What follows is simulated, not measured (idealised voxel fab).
process module | voxel transistor to metal
cross-section cut | 265 nm wide | cells 5 nm
A cross-section is a grid of square cells, given in bands from the top down. A band is one or more rows of cells.
Each band's line starts with the height of the band's top and of its bottom, in nm. Then come its materials from left to right, each with its width in nm. One material with "throughout" fills the band from edge to edge. "air" is empty space.
Height 0 is the level under which the wafer as received is all one material. The lowest band goes on downwards, as in "0 down".
A width such as "30 to 40" changes by the same amount from each row of cells to the next, from the band's top row to its bottom row.
"no change" after a step means that no cell of the cross-section changed.
closed voids: empty space of 8 cells or more with no open way to the top, each as width x height at its distance from the left edge, in nm
after a step's settings: what the simulator itself notes on the step
overlay nm, on a step with a mask: how far to the right of its planned place the mask lay; to the left if negative
plan
1 op RECEIVE | material Si
2 op CONFORMAL_DEP | material SiO2 | thk nm 5
3 op CONFORMAL_DEP | material SiN | thk nm 10
4 op PATTERN | tone cover | mask id ACTIVE | material resist | width nm 105 | pitch nm 125 | thk nm 15 | overlay nm 0
5 op DIRECTIONAL_ETCH | etch materials SiN | depth nm 10
6 op DIRECTIONAL_ETCH | etch materials SiO2 | depth nm 5
7 op DIRECTIONAL_ETCH | etch materials Si | depth nm 35
8 op STRIP | etch materials resist
9 op OXIDIZE | depth nm 5
10 op FILL_DEP | material SiO2 | thk nm 15
11 op CMP | height nm 15
12 op SELECTIVE_ETCH | etch materials SiO2 | depth nm 5
13 op STRIP | etch materials SiN
14 op SELECTIVE_ETCH | etch materials SiO2 | depth nm 5
15 op OXIDIZE | depth nm 5
16 op DIRECTIONAL_DEP | material polySi | thk nm 20
17 op DIRECTIONAL_DEP | material SiCN | thk nm 15
18 op PATTERN | tone cover | mask id GATE | material resist | width nm 25 | pitch nm 125 | thk nm 20 | overlay nm 0
19 op DIRECTIONAL_ETCH | etch materials SiCN | depth nm 25
20 op DIRECTIONAL_ETCH | etch materials polySi | depth nm 30
21 op STRIP | etch materials resist
22 op CONFORMAL_DEP | material SiO2 | thk nm 5
23 op DIRECTIONAL_ETCH | etch materials SiO2 | depth nm 5
24 op CONFORMAL_DEP | material SiN | thk nm 5
25 op DIRECTIONAL_ETCH | etch materials SiN | depth nm 5
26 op DIRECTIONAL_ETCH | etch materials SiO2 | depth nm 5
27 op DIRECTIONAL_ETCH | etch materials Si | depth nm 15
28 op EPI | material pSi | thk nm 20
29 op FILL_DEP | material SiO2 | thk nm 5
30 op CMP | height nm 35
31 op DIRECTIONAL_DEP | material SiO2 | thk nm 15
32 op MASKED_ETCH | tone open | mask id CONTACT | width nm 30 | etch materials SiO2 | depth nm 50 | overlay nm 0
33 op CONFORMAL_DEP | material TiN | thk nm 5
34 op FILL_DEP | material W | thk nm 5
35 op CMP | height nm 50
36 op CONFORMAL_DEP | material SiCN | thk nm 5
37 op DIRECTIONAL_DEP | material lowk | thk nm 20
38 op MASKED_ETCH | tone open | mask id METAL_1 | width nm 20 | etch materials lowk | depth nm 20 | overlay nm 0
39 op MASKED_ETCH | tone open | mask id METAL_1 | width nm 20 | etch materials SiCN | depth nm 5 | overlay nm 0
40 op CONFORMAL_DEP | material TiN | thk nm 5
41 op FILL_DEP | material Cu | thk nm 5
42 op CMP | height nm 75
43 op CONFORMAL_DEP | material SiCN | thk nm 5
44 op DIRECTIONAL_DEP | material lowk | thk nm 35
45 op PATTERN | tone open | mask id METAL_2_HOLES | material resist | width nm 15 | pitch nm 125 | thk nm 15 | overlay nm 0
46 op DIRECTIONAL_ETCH | etch materials lowk | depth nm 35
47 op STRIP | etch materials resist
48 op DIRECTIONAL_DEP | material aC | thk nm 10
49 op PATTERN | tone open | mask id METAL_2 | material resist | width nm 20 | pitch nm 125 | thk nm 25 | overlay nm 0
50 op DIRECTIONAL_ETCH | etch materials aC | depth nm 10
51 op STRIP | etch materials resist
52 op DIRECTIONAL_ETCH | etch materials lowk | depth nm 20
53 op DIRECTIONAL_ETCH | etch materials SiCN | depth nm 5
54 op STRIP | etch materials aC
55 op CONFORMAL_DEP | material TiN | thk nm 5
56 op FILL_DEP | material Cu | thk nm 10
57 op CMP | height nm 115
58 op CONFORMAL_DEP | material SiN | thk nm 5
first wafer, as planned
as received, after step 1
  0 down: Si throughout
  closed voids: none
after step 2
  5 to 0: SiO2 throughout
  below 0: unchanged
after step 3
  15 to 5: SiN throughout
  below 5: unchanged
after step 4
  30 to 15: air 15 | resist 105 | air 20 | resist 105 | air 20
  below 15: unchanged
after step 5
  30 to 15: air 15 | resist 105 | air 20 | resist 105 | air 20
  15 to 5: air 15 | SiN 105 | air 20 | SiN 105 | air 20
  below 5: unchanged
after step 6
  30 to 15: air 15 | resist 105 | air 20 | resist 105 | air 20
  15 to 5: air 15 | SiN 105 | air 20 | SiN 105 | air 20
  5 to 0: air 15 | SiO2 105 | air 20 | SiO2 105 | air 20
  below 0: unchanged
after step 7
  30 to 15: air 15 | resist 105 | air 20 | resist 105 | air 20
  15 to 5: air 15 | SiN 105 | air 20 | SiN 105 | air 20
  5 to 0: air 15 | SiO2 105 | air 20 | SiO2 105 | air 20
  0 to -35: air 15 | Si 105 | air 20 | Si 105 | air 20
  below -35: unchanged
after step 8
  15 to 5: air 15 | SiN 105 | air 20 | SiN 105 | air 20
  below 5: unchanged
after step 9
  15 to 5: air 15 | SiN 105 | air 20 | SiN 105 | air 20
  5 to 0: air 15 | SiO2 105 | air 20 | SiO2 105 | air 20
  0 to -35: air 15 | SiO2 5 | Si 95 | SiO2 5 | air 20 | SiO2 5 | Si 95 | SiO2 5 | air 20
  -35 to -40: SiO2 20 | Si 95 | SiO2 30 | Si 95 | SiO2 25
  below -40: unchanged
after step 10
  30 to 15: SiO2 throughout
  15 to 5: SiO2 15 | SiN 105 | SiO2 20 | SiN 105 | SiO2 20
  5 to 0: SiO2 throughout
  0 to -40: SiO2 20 | Si 95 | SiO2 30 | Si 95 | SiO2 25
  below -40: unchanged
after step 11
  15 to 5: SiO2 15 | SiN 105 | SiO2 20 | SiN 105 | SiO2 20
  below 5: unchanged
after step 12
  15 to 10: air 15 | SiN 105 | air 20 | SiN 105 | air 20
  below 10: unchanged
after step 13
  10 to 5: SiO2 15 | air 105 | SiO2 20 | air 105 | SiO2 20
  below 5: unchanged
after step 14
  5 to 0: SiO2 10 | air 115 | SiO2 10 | air 115 | SiO2 15
  below 0: unchanged
after step 15
  5 to 0: SiO2 10 | air 115 | SiO2 10 | air 115 | SiO2 15
  0 to -5: SiO2 throughout
  below -5: unchanged
after step 16
  25 to 20: polySi 10 | air 115 | polySi 10 | air 115 | polySi 15
  20 to 5: polySi throughout
  5 to 0: SiO2 10 | polySi 115 | SiO2 10 | polySi 115 | SiO2 15
  below 0: unchanged
after step 17
  40 to 35: SiCN 10 | air 115 | SiCN 10 | air 115 | SiCN 15
  35 to 25: SiCN throughout
  25 to 20: polySi 10 | SiCN 115 | polySi 10 | SiCN 115 | polySi 15
  below 20: unchanged
after step 18
  60 to 40: air 55 | resist 25 | air 100 | resist 25 | air 60
  40 to 35: SiCN 10 | air 45 | resist 25 | air 45 | SiCN 10 | air 45 | resist 25 | air 45 | SiCN 15
  below 35: unchanged
after step 19
  60 to 35: air 55 | resist 25 | air 100 | resist 25 | air 60
  35 to 25: air 55 | SiCN 25 | air 100 | SiCN 25 | air 60
  25 to 20: polySi 10 | air 45 | SiCN 25 | air 45 | polySi 10 | air 45 | SiCN 25 | air 45 | polySi 15
  below 20: unchanged
after step 20
  60 to 35: air 55 | resist 25 | air 100 | resist 25 | air 60
  35 to 20: air 55 | SiCN 25 | air 100 | SiCN 25 | air 60
  20 to 5: air 55 | polySi 25 | air 100 | polySi 25 | air 60
  5 to 0: SiO2 10 | air 45 | polySi 25 | air 45 | SiO2 10 | air 45 | polySi 25 | air 45 | SiO2 15
  below 0: unchanged
after step 21
  35 to 20: air 55 | SiCN 25 | air 100 | SiCN 25 | air 60
  below 20: unchanged
after step 22
  40 to 35: air 50 | SiO2 35 | air 90 | SiO2 35 | air 55
  35 to 20: air 50 | SiO2 5 | SiCN 25 | SiO2 5 | air 90 | SiO2 5 | SiCN 25 | SiO2 5 | air 55
  20 to 10: air 50 | SiO2 5 | polySi 25 | SiO2 5 | air 90 | SiO2 5 | polySi 25 | SiO2 5 | air 55
  10 to 5: SiO2 15 | air 35 | SiO2 5 | polySi 25 | SiO2 5 | air 35 | SiO2 20 | air 35 | SiO2 5 | polySi 25 | SiO2 5 | air 35 | SiO2 20
  5 to 0: SiO2 55 | polySi 25 | SiO2 100 | polySi 25 | SiO2 60
  below 0: unchanged
after step 23
  35 to 20: air 50 | SiO2 5 | SiCN 25 | SiO2 5 | air 90 | SiO2 5 | SiCN 25 | SiO2 5 | air 55
  20 to 5: air 50 | SiO2 5 | polySi 25 | SiO2 5 | air 90 | SiO2 5 | polySi 25 | SiO2 5 | air 55
  5 to 0: SiO2 15 | air 35 | SiO2 5 | polySi 25 | SiO2 5 | air 35 | SiO2 20 | air 35 | SiO2 5 | polySi 25 | SiO2 5 | air 35 | SiO2 20
  below 0: unchanged
after step 24
  40 to 35: air 45 | SiN 45 | air 80 | SiN 45 | air 50
  35 to 20: air 45 | SiN 5 | SiO2 5 | SiCN 25 | SiO2 5 | SiN 5 | air 80 | SiN 5 | SiO2 5 | SiCN 25 | SiO2 5 | SiN 5 | air 50
  20 to 10: air 45 | SiN 5 | SiO2 5 | polySi 25 | SiO2 5 | SiN 5 | air 80 | SiN 5 | SiO2 5 | polySi 25 | SiO2 5 | SiN 5 | air 50
  10 to 5: SiN 20 | air 25 | SiN 5 | SiO2 5 | polySi 25 | SiO2 5 | SiN 5 | air 25 | SiN 30 | air 25 | SiN 5 | SiO2 5 | polySi 25 | SiO2 5 | SiN 5 | air 25 | SiN 25
  5 to 0: SiO2 15 | SiN 35 | SiO2 5 | polySi 25 | SiO2 5 | SiN 35 | SiO2 20 | SiN 35 | SiO2 5 | polySi 25 | SiO2 5 | SiN 35 | SiO2 20
  below 0: unchanged
after step 25
  35 to 20: air 45 | SiN 5 | SiO2 5 | SiCN 25 | SiO2 5 | SiN 5 | air 80 | SiN 5 | SiO2 5 | SiCN 25 | SiO2 5 | SiN 5 | air 50
  20 to 5: air 45 | SiN 5 | SiO2 5 | polySi 25 | SiO2 5 | SiN 5 | air 80 | SiN 5 | SiO2 5 | polySi 25 | SiO2 5 | SiN 5 | air 50
  5 to 0: SiO2 15 | SiN 5 | air 25 | SiN 5 | SiO2 5 | polySi 25 | SiO2 5 | SiN 5 | air 25 | SiN 5 | SiO2 20 | SiN 5 | air 25 | SiN 5 | SiO2 5 | polySi 25 | SiO2 5 | SiN 5 | air 25 | SiN 5 | SiO2 20
  below 0: unchanged
after step 26
  35 to 30: air 45 | SiN 5 | air 5 | SiCN 25 | air 5 | SiN 5 | air 80 | SiN 5 | air 5 | SiCN 25 | air 5 | SiN 5 | air 50
  30 to 20: air 45 | SiN 5 | SiO2 5 | SiCN 25 | SiO2 5 | SiN 5 | air 80 | SiN 5 | SiO2 5 | SiCN 25 | SiO2 5 | SiN 5 | air 50
  20 to 5: air 45 | SiN 5 | SiO2 5 | polySi 25 | SiO2 5 | SiN 5 | air 80 | SiN 5 | SiO2 5 | polySi 25 | SiO2 5 | SiN 5 | air 50
  5 to 0: air 15 | SiN 5 | air 25 | SiN 5 | SiO2 5 | polySi 25 | SiO2 5 | SiN 5 | air 25 | SiN 5 | air 20 | SiN 5 | air 25 | SiN 5 | SiO2 5 | polySi 25 | SiO2 5 | SiN 5 | air 25 | SiN 5 | air 20
  0 to -5: SiO2 20 | air 25 | SiO2 45 | air 25 | SiO2 30 | air 25 | SiO2 45 | air 25 | SiO2 25
  below -5: unchanged
after step 27
  35 to 30: air 45 | SiN 5 | air 5 | SiCN 25 | air 5 | SiN 5 | air 80 | SiN 5 | air 5 | SiCN 25 | air 5 | SiN 5 | air 50
  30 to 20: air 45 | SiN 5 | SiO2 5 | SiCN 25 | SiO2 5 | SiN 5 | air 80 | SiN 5 | SiO2 5 | SiCN 25 | SiO2 5 | SiN 5 | air 50
  20 to 5: air 45 | SiN 5 | SiO2 5 | polySi 25 | SiO2 5 | SiN 5 | air 80 | SiN 5 | SiO2 5 | polySi 25 | SiO2 5 | SiN 5 | air 50
  5 to 0: air 15 | SiN 5 | air 25 | SiN 5 | SiO2 5 | polySi 25 | SiO2 5 | SiN 5 | air 25 | SiN 5 | air 20 | SiN 5 | air 25 | SiN 5 | SiO2 5 | polySi 25 | SiO2 5 | SiN 5 | air 25 | SiN 5 | air 20
  0 to -5: SiO2 20 | air 25 | SiO2 45 | air 25 | SiO2 30 | air 25 | SiO2 45 | air 25 | SiO2 25
  -5 to -20: SiO2 20 | air 25 | Si 45 | air 25 | SiO2 30 | air 25 | Si 45 | air 25 | SiO2 25
  below -20: unchanged
after step 28
  35 to 30: air 45 | SiN 5 | air 5 | SiCN 25 | air 5 | SiN 5 | air 80 | SiN 5 | air 5 | SiCN 25 | air 5 | SiN 5 | air 50
  30 to 20: air 45 | SiN 5 | SiO2 5 | SiCN 25 | SiO2 5 | SiN 5 | air 80 | SiN 5 | SiO2 5 | SiCN 25 | SiO2 5 | SiN 5 | air 50
  20 to 15: air 45 | SiN 5 | SiO2 5 | polySi 25 | SiO2 5 | SiN 5 | air 80 | SiN 5 | SiO2 5 | polySi 25 | SiO2 5 | SiN 5 | air 50
  15 to 5: air 25 | pSi 20 | SiN 5 | SiO2 5 | polySi 25 | SiO2 5 | SiN 5 | pSi 20 | air 40 | pSi 20 | SiN 5 | SiO2 5 | polySi 25 | SiO2 5 | SiN 5 | pSi 20 | air 30
  5 to 0: air 15 | SiN 5 | air 5 | pSi 20 | SiN 5 | SiO2 5 | polySi 25 | SiO2 5 | SiN 5 | pSi 20 | air 5 | SiN 5 | air 20 | SiN 5 | air 5 | pSi 20 | SiN 5 | SiO2 5 | polySi 25 | SiO2 5 | SiN 5 | pSi 20 | air 5 | SiN 5 | air 20
  0 to -5: SiO2 20 | pSi 25 | SiO2 45 | pSi 25 | SiO2 30 | pSi 25 | SiO2 45 | pSi 25 | SiO2 25
  -5 to -20: SiO2 20 | pSi 25 | Si 45 | pSi 25 | SiO2 30 | pSi 25 | Si 45 | pSi 25 | SiO2 25
  below -20: unchanged
after step 29
  40 to 35: SiO2 throughout
  35 to 20: SiO2 45 | SiN 5 | SiO2 5 | SiCN 25 | SiO2 5 | SiN 5 | SiO2 80 | SiN 5 | SiO2 5 | SiCN 25 | SiO2 5 | SiN 5 | SiO2 50
  20 to 15: SiO2 45 | SiN 5 | SiO2 5 | polySi 25 | SiO2 5 | SiN 5 | SiO2 80 | SiN 5 | SiO2 5 | polySi 25 | SiO2 5 | SiN 5 | SiO2 50
  15 to 5: SiO2 25 | pSi 20 | SiN 5 | SiO2 5 | polySi 25 | SiO2 5 | SiN 5 | pSi 20 | SiO2 40 | pSi 20 | SiN 5 | SiO2 5 | polySi 25 | SiO2 5 | SiN 5 | pSi 20 | SiO2 30
  5 to 0: SiO2 15 | SiN 5 | SiO2 5 | pSi 20 | SiN 5 | SiO2 5 | polySi 25 | SiO2 5 | SiN 5 | pSi 20 | SiO2 5 | SiN 5 | SiO2 20 | SiN 5 | SiO2 5 | pSi 20 | SiN 5 | SiO2 5 | polySi 25 | SiO2 5 | SiN 5 | pSi 20 | SiO2 5 | SiN 5 | SiO2 20
  below 0: unchanged
after step 30
  35 to 20: SiO2 45 | SiN 5 | SiO2 5 | SiCN 25 | SiO2 5 | SiN 5 | SiO2 80 | SiN 5 | SiO2 5 | SiCN 25 | SiO2 5 | SiN 5 | SiO2 50
  below 20: unchanged
after step 31
  50 to 35: SiO2 throughout
  below 35: unchanged
after step 32
  50 to 35: SiO2 20 | air 30 | SiO2 35 | air 30 | SiO2 30 | air 30 | SiO2 35 | air 30 | SiO2 25
  35 to 20: SiO2 20 | air 25 | SiN 5 | SiO2 5 | SiCN 25 | SiO2 5 | SiN 5 | air 25 | SiO2 30 | air 25 | SiN 5 | SiO2 5 | SiCN 25 | SiO2 5 | SiN 5 | air 25 | SiO2 25
  20 to 15: SiO2 20 | air 25 | SiN 5 | SiO2 5 | polySi 25 | SiO2 5 | SiN 5 | air 25 | SiO2 30 | air 25 | SiN 5 | SiO2 5 | polySi 25 | SiO2 5 | SiN 5 | air 25 | SiO2 25
  15 to 5: SiO2 20 | air 5 | pSi 20 | SiN 5 | SiO2 5 | polySi 25 | SiO2 5 | SiN 5 | pSi 20 | air 5 | SiO2 30 | air 5 | pSi 20 | SiN 5 | SiO2 5 | polySi 25 | SiO2 5 | SiN 5 | pSi 20 | air 5 | SiO2 25
  5 to 0: SiO2 15 | SiN 5 | air 5 | pSi 20 | SiN 5 | SiO2 5 | polySi 25 | SiO2 5 | SiN 5 | pSi 20 | air 5 | SiN 5 | SiO2 20 | SiN 5 | air 5 | pSi 20 | SiN 5 | SiO2 5 | polySi 25 | SiO2 5 | SiN 5 | pSi 20 | air 5 | SiN 5 | SiO2 20
  below 0: unchanged
after step 33
  55 to 50: TiN 25 | air 20 | TiN 45 | air 20 | TiN 40 | air 20 | TiN 45 | air 20 | TiN 30
  50 to 40: SiO2 20 | TiN 5 | air 20 | TiN 5 | SiO2 35 | TiN 5 | air 20 | TiN 5 | SiO2 30 | TiN 5 | air 20 | TiN 5 | SiO2 35 | TiN 5 | air 20 | TiN 5 | SiO2 25
  40 to 35: SiO2 20 | TiN 5 | air 15 | TiN 10 | SiO2 35 | TiN 10 | air 15 | TiN 5 | SiO2 30 | TiN 5 | air 15 | TiN 10 | SiO2 35 | TiN 10 | air 15 | TiN 5 | SiO2 25
  35 to 20: SiO2 20 | TiN 5 | air 15 | TiN 5 | SiN 5 | SiO2 5 | SiCN 25 | SiO2 5 | SiN 5 | TiN 5 | air 15 | TiN 5 | SiO2 30 | TiN 5 | air 15 | TiN 5 | SiN 5 | SiO2 5 | SiCN 25 | SiO2 5 | SiN 5 | TiN 5 | air 15 | TiN 5 | SiO2 25
  20 to 15: SiO2 20 | TiN 25 | SiN 5 | SiO2 5 | polySi 25 | SiO2 5 | SiN 5 | TiN 25 | SiO2 30 | TiN 25 | SiN 5 | SiO2 5 | polySi 25 | SiO2 5 | SiN 5 | TiN 25 | SiO2 25
  15 to 5: SiO2 20 | TiN 5 | pSi 20 | SiN 5 | SiO2 5 | polySi 25 | SiO2 5 | SiN 5 | pSi 20 | TiN 5 | SiO2 30 | TiN 5 | pSi 20 | SiN 5 | SiO2 5 | polySi 25 | SiO2 5 | SiN 5 | pSi 20 | TiN 5 | SiO2 25
  5 to 0: SiO2 15 | SiN 5 | TiN 5 | pSi 20 | SiN 5 | SiO2 5 | polySi 25 | SiO2 5 | SiN 5 | pSi 20 | TiN 5 | SiN 5 | SiO2 20 | SiN 5 | TiN 5 | pSi 20 | SiN 5 | SiO2 5 | polySi 25 | SiO2 5 | SiN 5 | pSi 20 | TiN 5 | SiN 5 | SiO2 20
  below 0: unchanged
after step 34
  60 to 55: W throughout
  55 to 50: TiN 25 | W 20 | TiN 45 | W 20 | TiN 40 | W 20 | TiN 45 | W 20 | TiN 30
  50 to 40: SiO2 20 | TiN 5 | W 20 | TiN 5 | SiO2 35 | TiN 5 | W 20 | TiN 5 | SiO2 30 | TiN 5 | W 20 | TiN 5 | SiO2 35 | TiN 5 | W 20 | TiN 5 | SiO2 25
  40 to 35: SiO2 20 | TiN 5 | W 15 | TiN 10 | SiO2 35 | TiN 10 | W 15 | TiN 5 | SiO2 30 | TiN 5 | W 15 | TiN 10 | SiO2 35 | TiN 10 | W 15 | TiN 5 | SiO2 25
  35 to 20: SiO2 20 | TiN 5 | W 15 | TiN 5 | SiN 5 | SiO2 5 | SiCN 25 | SiO2 5 | SiN 5 | TiN 5 | W 15 | TiN 5 | SiO2 30 | TiN 5 | W 15 | TiN 5 | SiN 5 | SiO2 5 | SiCN 25 | SiO2 5 | SiN 5 | TiN 5 | W 15 | TiN 5 | SiO2 25
  below 20: unchanged
after step 35
  50 to 40: SiO2 20 | TiN 5 | W 20 | TiN 5 | SiO2 35 | TiN 5 | W 20 | TiN 5 | SiO2 30 | TiN 5 | W 20 | TiN 5 | SiO2 35 | TiN 5 | W 20 | TiN 5 | SiO2 25
  below 40: unchanged
after step 36
  55 to 50: SiCN throughout
  below 50: unchanged
after step 37
  75 to 55: lowk throughout
  below 55: unchanged
after step 38
  75 to 55: lowk 20 | air 20 | lowk 55 | air 20 | lowk 30 | air 20 | lowk 55 | air 20 | lowk 25
  below 55: unchanged
after step 39
  75 to 55: lowk 20 | air 20 | lowk 55 | air 20 | lowk 30 | air 20 | lowk 55 | air 20 | lowk 25
  55 to 50: SiCN 20 | air 20 | SiCN 55 | air 20 | SiCN 30 | air 20 | SiCN 55 | air 20 | SiCN 25
  below 50: unchanged
after step 40
  80 to 75: TiN 25 | air 10 | TiN 65 | air 10 | TiN 40 | air 10 | TiN 65 | air 10 | TiN 30
  75 to 55: lowk 20 | TiN 5 | air 10 | TiN 5 | lowk 55 | TiN 5 | air 10 | TiN 5 | lowk 30 | TiN 5 | air 10 | TiN 5 | lowk 55 | TiN 5 | air 10 | TiN 5 | lowk 25
  55 to 50: SiCN 20 | TiN 20 | SiCN 55 | TiN 20 | SiCN 30 | TiN 20 | SiCN 55 | TiN 20 | SiCN 25
  below 50: unchanged
after step 41
  85 to 80: Cu throughout
  80 to 75: TiN 25 | Cu 10 | TiN 65 | Cu 10 | TiN 40 | Cu 10 | TiN 65 | Cu 10 | TiN 30
  75 to 55: lowk 20 | TiN 5 | Cu 10 | TiN 5 | lowk 55 | TiN 5 | Cu 10 | TiN 5 | lowk 30 | TiN 5 | Cu 10 | TiN 5 | lowk 55 | TiN 5 | Cu 10 | TiN 5 | lowk 25
  below 55: unchanged
after step 42
  75 to 55: lowk 20 | TiN 5 | Cu 10 | TiN 5 | lowk 55 | TiN 5 | Cu 10 | TiN 5 | lowk 30 | TiN 5 | Cu 10 | TiN 5 | lowk 55 | TiN 5 | Cu 10 | TiN 5 | lowk 25
  below 55: unchanged
after step 43
  80 to 75: SiCN throughout
  below 75: unchanged
after step 44
  115 to 80: lowk throughout
  below 80: unchanged
after step 45
  130 to 115: resist 20 | air 15 | resist 110 | air 15 | resist 105
  below 115: unchanged
after step 46
  130 to 115: resist 20 | air 15 | resist 110 | air 15 | resist 105
  115 to 80: lowk 20 | air 15 | lowk 110 | air 15 | lowk 105
  below 80: unchanged
after step 47
  115 to 80: lowk 20 | air 15 | lowk 110 | air 15 | lowk 105
  below 80: unchanged
after step 48
  125 to 115: aC 20 | air 15 | aC 110 | air 15 | aC 105
  115 to 90: lowk 20 | air 15 | lowk 110 | air 15 | lowk 105
  90 to 80: lowk 20 | aC 15 | lowk 110 | aC 15 | lowk 105
  below 80: unchanged
after step 49
  150 to 125: resist 20 | air 20 | resist 105 | air 20 | resist 100
  below 125: unchanged
after step 50
  140 to 125: resist 20 | air 20 | resist 105 | air 20 | resist 100
  125 to 115: aC 20 | air 20 | aC 105 | air 20 | aC 100
  115 to 80: lowk 20 | air 15 | lowk 110 | air 15 | lowk 105
  below 80: unchanged
after step 51
  125 to 115: aC 20 | air 20 | aC 105 | air 20 | aC 100
  below 115: unchanged
after step 52
  125 to 115: aC 20 | air 20 | aC 105 | air 20 | aC 100
  115 to 95: lowk 20 | air 20 | lowk 105 | air 20 | lowk 100
  below 95: unchanged
after step 53
  125 to 115: aC 20 | air 20 | aC 105 | air 20 | aC 100
  115 to 95: lowk 20 | air 20 | lowk 105 | air 20 | lowk 100
  95 to 80: lowk 20 | air 15 | lowk 110 | air 15 | lowk 105
  80 to 75: SiCN 20 | air 15 | SiCN 110 | air 15 | SiCN 105
  below 75: unchanged
after step 54
  115 to 95: lowk 20 | air 20 | lowk 105 | air 20 | lowk 100
  below 95: unchanged
after step 55
  120 to 115: TiN 25 | air 10 | TiN 115 | air 10 | TiN 105
  115 to 100: lowk 20 | TiN 5 | air 10 | TiN 5 | lowk 105 | TiN 5 | air 10 | TiN 5 | lowk 100
  100 to 95: lowk 20 | TiN 5 | air 5 | TiN 10 | lowk 105 | TiN 5 | air 5 | TiN 10 | lowk 100
  95 to 80: lowk 20 | TiN 5 | air 5 | TiN 5 | lowk 110 | TiN 5 | air 5 | TiN 5 | lowk 105
  80 to 75: SiCN 20 | TiN 15 | SiCN 110 | TiN 15 | SiCN 105
  below 75: unchanged
after step 56
  130 to 120: Cu throughout
  120 to 115: TiN 25 | Cu 10 | TiN 115 | Cu 10 | TiN 105
  115 to 100: lowk 20 | TiN 5 | Cu 10 | TiN 5 | lowk 105 | TiN 5 | Cu 10 | TiN 5 | lowk 100
  100 to 95: lowk 20 | TiN 5 | Cu 5 | TiN 10 | lowk 105 | TiN 5 | Cu 5 | TiN 10 | lowk 100
  95 to 80: lowk 20 | TiN 5 | Cu 5 | TiN 5 | lowk 110 | TiN 5 | Cu 5 | TiN 5 | lowk 105
  below 80: unchanged
after step 57
  115 to 100: lowk 20 | TiN 5 | Cu 10 | TiN 5 | lowk 105 | TiN 5 | Cu 10 | TiN 5 | lowk 100
  below 100: unchanged
after step 58
  120 to 115: SiN throughout
  below 115: unchanged
second wafer: like start, like plan, one mistake. Through step 42 it matches the first wafer
when step 43 should have ended
  80 to 75: W throughout
  below 75: unchanged
when step 44 should have ended
  115 to 80: lowk throughout
  below 80: unchanged
when step 45 should have ended
  130 to 115: resist 20 | air 15 | resist 110 | air 15 | resist 105
  below 115: unchanged
when step 46 should have ended
  130 to 115: resist 20 | air 15 | resist 110 | air 15 | resist 105
  115 to 80: lowk 20 | air 15 | lowk 110 | air 15 | lowk 105
  below 80: unchanged
when step 47 should have ended
  115 to 80: lowk 20 | air 15 | lowk 110 | air 15 | lowk 105
  below 80: unchanged
when step 48 should have ended
  125 to 115: aC 20 | air 15 | aC 110 | air 15 | aC 105
  115 to 90: lowk 20 | air 15 | lowk 110 | air 15 | lowk 105
  90 to 80: lowk 20 | aC 15 | lowk 110 | aC 15 | lowk 105
  below 80: unchanged
when step 49 should have ended
  150 to 125: resist 20 | air 20 | resist 105 | air 20 | resist 100
  below 125: unchanged
when step 50 should have ended
  140 to 125: resist 20 | air 20 | resist 105 | air 20 | resist 100
  125 to 115: aC 20 | air 20 | aC 105 | air 20 | aC 100
  115 to 80: lowk 20 | air 15 | lowk 110 | air 15 | lowk 105
  below 80: unchanged
when step 51 should have ended
  125 to 115: aC 20 | air 20 | aC 105 | air 20 | aC 100
  below 115: unchanged
when step 52 should have ended
  125 to 115: aC 20 | air 20 | aC 105 | air 20 | aC 100
  115 to 95: lowk 20 | air 20 | lowk 105 | air 20 | lowk 100
  below 95: unchanged
when step 53 should have ended: no change
when step 54 should have ended
  115 to 95: lowk 20 | air 20 | lowk 105 | air 20 | lowk 100
  below 95: unchanged
when step 55 should have ended
  120 to 115: TiN 25 | air 10 | TiN 115 | air 10 | TiN 105
  115 to 100: lowk 20 | TiN 5 | air 10 | TiN 5 | lowk 105 | TiN 5 | air 10 | TiN 5 | lowk 100
  100 to 95: lowk 20 | TiN 5 | air 5 | TiN 10 | lowk 105 | TiN 5 | air 5 | TiN 10 | lowk 100
  95 to 85: lowk 20 | TiN 5 | air 5 | TiN 5 | lowk 110 | TiN 5 | air 5 | TiN 5 | lowk 105
  85 to 80: lowk 20 | TiN 15 | lowk 110 | TiN 15 | lowk 105
  below 80: unchanged
when step 56 should have ended
  130 to 120: Cu throughout
  120 to 115: TiN 25 | Cu 10 | TiN 115 | Cu 10 | TiN 105
  115 to 100: lowk 20 | TiN 5 | Cu 10 | TiN 5 | lowk 105 | TiN 5 | Cu 10 | TiN 5 | lowk 100
  100 to 95: lowk 20 | TiN 5 | Cu 5 | TiN 10 | lowk 105 | TiN 5 | Cu 5 | TiN 10 | lowk 100
  95 to 85: lowk 20 | TiN 5 | Cu 5 | TiN 5 | lowk 110 | TiN 5 | Cu 5 | TiN 5 | lowk 105
  below 85: unchanged
when step 57 should have ended
  115 to 100: lowk 20 | TiN 5 | Cu 10 | TiN 5 | lowk 105 | TiN 5 | Cu 10 | TiN 5 | lowk 100
  below 100: unchanged
when step 58 should have ended
  120 to 115: SiN throughout
  below 115: unchanged
what went wrong: step 43 ran as: op CONFORMAL_DEP | material W | thk nm 5
at the end the second wafer has, in cells: 2 fewer of Cu | 47 fewer of SiCN | 4 fewer of TiN | 53 more of W
